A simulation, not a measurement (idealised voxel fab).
Presented below is a process module, voxel self aligned vias.
The cross-section shown here is cut; it is 290 nm wide and divided into square cells measuring 5 nm on a side.
A cross-section in this document is a grid of square cells, and it is written down as bands, the top band listed before the ones below it; a band is made up of one or more rows of cells. A band entry consists of two parts. The first gives the height of the band's top and the height of its bottom, in nm. The rest lists the band's materials from left to right, each with its width in nm. A single material labelled with the word "throughout" fills the band from edge to edge, and the word "empty" marks empty space. The level at which height equals 0 is the one under which the wafer, as it arrives, is entirely one material. No lower edge exists for the bottom band, which continues downward and is notated as in "0 nm and below". Per-row width for "30->40": begins at first number (top row of band), ends at second number (bottom row), increment between rows held constant. The designation "nothing got changed", where it is given for a processing step, indicates that no cell of the cross-section was altered in the course of that step. In "Enclosed voids" the enclosed voids are listed, meaning empty spaces of 8 cells or larger without any opening to the top. The form is width x height at distance, distance from the left edge, units nm. On a step's line, text after the settings is the simulator commenting on that step. overlay nm: right-of-plan distance of the mask on a masked step; negative values mean left-of-plan.

**Steps in the process plan**
step 1: RECEIVE,material Si
step 2: CONFORMAL_DEP,material SiO2,thk nm 10
step 3: CONFORMAL_DEP,material SiCN,thk nm 5
step 4: DIRECTIONAL_DEP,material SiO2,thk nm 20
step 5: MASKED_ETCH,tone open,mask id LINES,width nm 25,pitch nm 50,etch materials SiO2,depth nm 20,overlay nm 0
step 6: CONFORMAL_DEP,material TiN,thk nm 5
step 7: FILL_DEP,material Ru,thk nm 5
step 8: CMP,height nm 35
step 9: SELECTIVE_ETCH,etch materials W Ru TiN,depth nm 5
step 10: FILL_DEP,material SiN,thk nm 10
step 11: CMP,height nm 35
step 12: DIRECTIONAL_DEP,material SiO2,thk nm 15
step 13: DIRECTIONAL_DEP,material aC,thk nm 10
step 14: PATTERN,tone open,mask id VIAS,material resist,width nm 35,pitch nm 50,thk nm 30,overlay nm 0
step 15: DIRECTIONAL_ETCH,etch materials aC,depth nm 10
step 16: STRIP,etch materials resist
step 17: DIRECTIONAL_ETCH,etch materials SiO2,depth nm 15
step 18: DIRECTIONAL_ETCH,etch materials SiN,depth nm 5
step 19: STRIP,etch materials aC
step 20: CONFORMAL_DEP,material TiN,thk nm 5
step 21: FILL_DEP,material Cu,thk nm 5
step 22: CMP,height nm 50
step 23: CONFORMAL_DEP,material SiN,thk nm 5

**Cross-section of the wafer at receipt, which is the condition after step 1**
	0 nm and below = Si throughout
	Enclosed voids: none

**first wafer at the end, as planned**
	55 nm to 50 nm = SiN throughout
	50 nm to 40 nm = 100 nm SiO2 / 5 nm TiN / 25 nm Cu / 5 nm TiN / 15 nm SiO2 / 5 nm TiN / 25 nm Cu / 5 nm TiN / 105 nm SiO2
	40 nm to 35 nm = 100 nm SiO2 / 10 nm TiN / 15 nm Cu / 10 nm TiN / 15 nm SiO2 / 10 nm TiN / 15 nm Cu / 10 nm TiN / 105 nm SiO2
	35 nm to 30 nm = 105 nm SiO2 / 25 nm TiN / 25 nm SiO2 / 25 nm TiN / 110 nm SiO2
	30 nm to 20 nm = 105 nm SiO2 / 5 nm TiN / 15 nm Ru / 5 nm TiN / 25 nm SiO2 / 5 nm TiN / 15 nm Ru / 5 nm TiN / 110 nm SiO2
	20 nm to 15 nm = 105 nm SiO2 / 25 nm TiN / 25 nm SiO2 / 25 nm TiN / 110 nm SiO2
	15 nm to 10 nm = SiCN throughout
	10 nm to 0 nm = SiO2 throughout
	0 nm and below = Si throughout
	Enclosed voids: none

**Second wafer through the module, sectioned at the end: same beginning and same plan as the first wafer, with one mistake in carrying it out**
	55 nm to 50 nm = SiN throughout
	50 nm to 35 nm = 100 nm SiO2 / 5 nm TiN / 25 nm Cu / 5 nm TiN / 15 nm SiO2 / 5 nm TiN / 25 nm Cu / 5 nm TiN / 105 nm SiO2
	35 nm to 30 nm = 100 nm SiO2 / 35 nm TiN / 15 nm SiO2 / 35 nm TiN / 105 nm SiO2
	30 nm to 20 nm = 100 nm SiO2 / 10 nm TiN / 15 nm Ru / 10 nm TiN / 15 nm SiO2 / 10 nm TiN / 15 nm Ru / 10 nm TiN / 105 nm SiO2
	20 nm to 15 nm = 105 nm SiO2 / 25 nm TiN / 25 nm SiO2 / 25 nm TiN / 110 nm SiO2
	15 nm to 10 nm = SiCN throughout
	10 nm to 0 nm = SiO2 throughout
	0 nm and below = Si throughout
	Enclosed voids: none
Against the plan, the run slipped here: step 17 of the plan saw execution twice
Final tally in cells, some materials are higher or lower on the second wafer than on the first: Cu: 4 more; SiO2: 12 fewer; TiN: 8 more
